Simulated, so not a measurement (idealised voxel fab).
process module | voxel wiring stack
cross-section cut | 240 nm wide | cells 5 nm
A cross-section is a grid of square cells, given in bands from the top down. A band is one or more rows of cells.
Each band's line starts with the height of the band's top and of its bottom, in nm. Then come its materials from left to right, each with its width in nm. One material with "throughout" fills the band from edge to edge. "air" is empty space.
Height 0 is the level under which the wafer as received is all one material. The lowest band goes on downwards, as in "0 down".
A width such as "30 to 40" changes by the same amount from each row of cells to the next, from the band's top row to its bottom row.
"no change" after a step means that no cell of the cross-section changed.
closed voids: empty space of 8 cells or more with no open way to the top, each as width x height at its distance from the left edge, in nm
after a step's settings: what the simulator itself notes on the step
overlay nm, on a step with a mask: how far to the right of its planned place the mask lay; to the left if negative
plan
1 op RECEIVE | material Si
2 op CONFORMAL_DEP | material SiO2 | thk nm 15
3 op DIRECTIONAL_DEP | material TiN | thk nm 5
4 op DIRECTIONAL_DEP | material Ru | thk nm 20
5 op MASKED_ETCH | tone cover | mask id METAL_1 | width nm 25 | pitch nm 40 | etch materials Ru | depth nm 20 | overlay nm 0
6 op MASKED_ETCH | tone cover | mask id METAL_1 | width nm 25 | pitch nm 40 | etch materials TiN | depth nm 5 | overlay nm 0
7 op FILL_DEP | material SiO2 | thk nm 5
8 op CMP | height nm 40
9 op CONFORMAL_DEP | material SiCN | thk nm 5
10 op DIRECTIONAL_DEP | material lowk | thk nm 15
11 op MASKED_ETCH | tone open | mask id PLUG_1 | width nm 15 | pitch nm 40 | etch materials lowk | depth nm 15 | overlay nm 0
12 op MASKED_ETCH | tone open | mask id PLUG_1 | width nm 15 | pitch nm 40 | etch materials SiCN | depth nm 5 | overlay nm 0
13 op EPI | material Ru | thk nm 10
14 op EPI | material Ru | thk nm 10
15 op CONFORMAL_DEP | material SiN | thk nm 5
16 op DIRECTIONAL_DEP | material SiO2 | thk nm 15
17 op DIRECTIONAL_DEP | material aC | thk nm 15
18 op PATTERN | tone open | mask id METAL_2 | material resist | width nm 25 | pitch nm 40 | thk nm 30 | overlay nm 0
19 op DIRECTIONAL_ETCH | etch materials aC | depth nm 15
20 op STRIP | etch materials resist
21 op DIRECTIONAL_ETCH | etch materials SiO2 | depth nm 15
22 op DIRECTIONAL_ETCH | etch materials SiN | depth nm 5
23 op STRIP | etch materials aC
24 op CONFORMAL_DEP | material TiN | thk nm 5
25 op FILL_DEP | material Cu | thk nm 5
26 op CMP | height nm 80
27 op CONFORMAL_DEP | material SiCN | thk nm 5
28 op DIRECTIONAL_DEP | material SiO2 | thk nm 25
29 op MASKED_ETCH | tone open | mask id METAL_3_HOLES | width nm 15 | etch materials SiO2 | depth nm 25 | overlay nm 0
30 op DIRECTIONAL_DEP | material aC | thk nm 15
31 op PATTERN | tone open | mask id METAL_3 | material resist | width nm 25 | pitch nm 40 | thk nm 30 | overlay nm 0
32 op DIRECTIONAL_ETCH | etch materials aC | depth nm 15
33 op STRIP | etch materials resist
34 op DIRECTIONAL_ETCH | etch materials SiO2 | depth nm 15
35 op DIRECTIONAL_ETCH | etch materials SiCN | depth nm 5
36 op STRIP | etch materials aC
37 op CONFORMAL_DEP | material TiN | thk nm 5
38 op FILL_DEP | material Ru | thk nm 10
39 op CMP | height nm 110
40 op CONFORMAL_DEP | material SiCN | thk nm 5
41 op DIRECTIONAL_DEP | material SiO2 | thk nm 30
42 op PATTERN | tone open | mask id METAL_4 | material resist | width nm 25 | pitch nm 40 | thk nm 20 | overlay nm 0
43 op DIRECTIONAL_ETCH | etch materials SiO2 | depth nm 20
44 op STRIP | etch materials resist
45 op MASKED_ETCH | tone open | mask id METAL_4_HOLES | width nm 15 | pitch nm 40 | etch materials SiO2 | depth nm 10 | overlay nm 0
46 op MASKED_ETCH | tone open | mask id METAL_4_HOLES | width nm 15 | pitch nm 40 | etch materials SiCN | depth nm 5 | overlay nm 0
47 op CONFORMAL_DEP | material TiN | thk nm 5
48 op FILL_DEP | material Cu | thk nm 5
49 op CMP | height nm 145
50 op CONFORMAL_DEP | material SiN | thk nm 5
as received, after step 1
  0 down: Si throughout
  closed voids: none
a wafer at the end: this start, this plan, one mistake
  150 to 145: SiN throughout
  145 to 130: SiO2 85 | TiN 5 | Cu 15 | TiN 5 | SiO2 15 | TiN 5 | Cu 15 | TiN 5 | SiO2 90
  130 to 125: SiO2 85 | TiN 5 | Cu 5 | TiN 15 | SiO2 15 | TiN 5 | Cu 5 | TiN 15 | SiO2 90
  125 to 115: SiO2 85 | TiN 5 | Cu 5 | TiN 5 | SiO2 25 | TiN 5 | Cu 5 | TiN 5 | SiO2 100
  115 to 110: SiCN 85 | TiN 15 | SiCN 25 | TiN 15 | SiCN 100
  110 to 100: SiO2 85 | TiN 5 | Ru 15 | TiN 5 | SiO2 15 | TiN 5 | Ru 15 | TiN 5 | SiO2 90
  100 to 95: SiO2 85 | TiN 5 | Ru 5 | TiN 15 | SiO2 15 | TiN 25 | SiO2 90
  95 to 85: SiO2 85 | TiN 5 | Ru 5 | TiN 5 | SiO2 140
  85 to 80: SiCN 85 | TiN 15 | SiCN 140
  80 to 65: Cu 80 | TiN 5 | SiO2 25 | TiN 5 | Cu 5 | TiN 5 | SiO2 25 | TiN 5 | Cu 85
  65 to 60: TiN 85 | SiN 25 | TiN 15 | SiN 25 | TiN 90
  60 to 45: lowk 85 | Ru 15 | lowk 25 | Ru 15 | lowk 100
  45 to 40: SiCN 85 | Ru 15 | SiCN 25 | Ru 15 | SiCN 100
  40 to 20: SiO2 85 | Ru 25 | SiO2 15 | Ru 25 | SiO2 90
  20 to 15: SiO2 85 | TiN 25 | SiO2 15 | TiN 25 | SiO2 90
  15 to 0: SiO2 throughout
  0 down: Si throughout
  closed voids: none
what went wrong: step 18 ran as: op PATTERN | tone cover | mask id METAL_2 | material resist | width nm 25 | pitch nm 40 | thk nm 30 | overlay nm 0
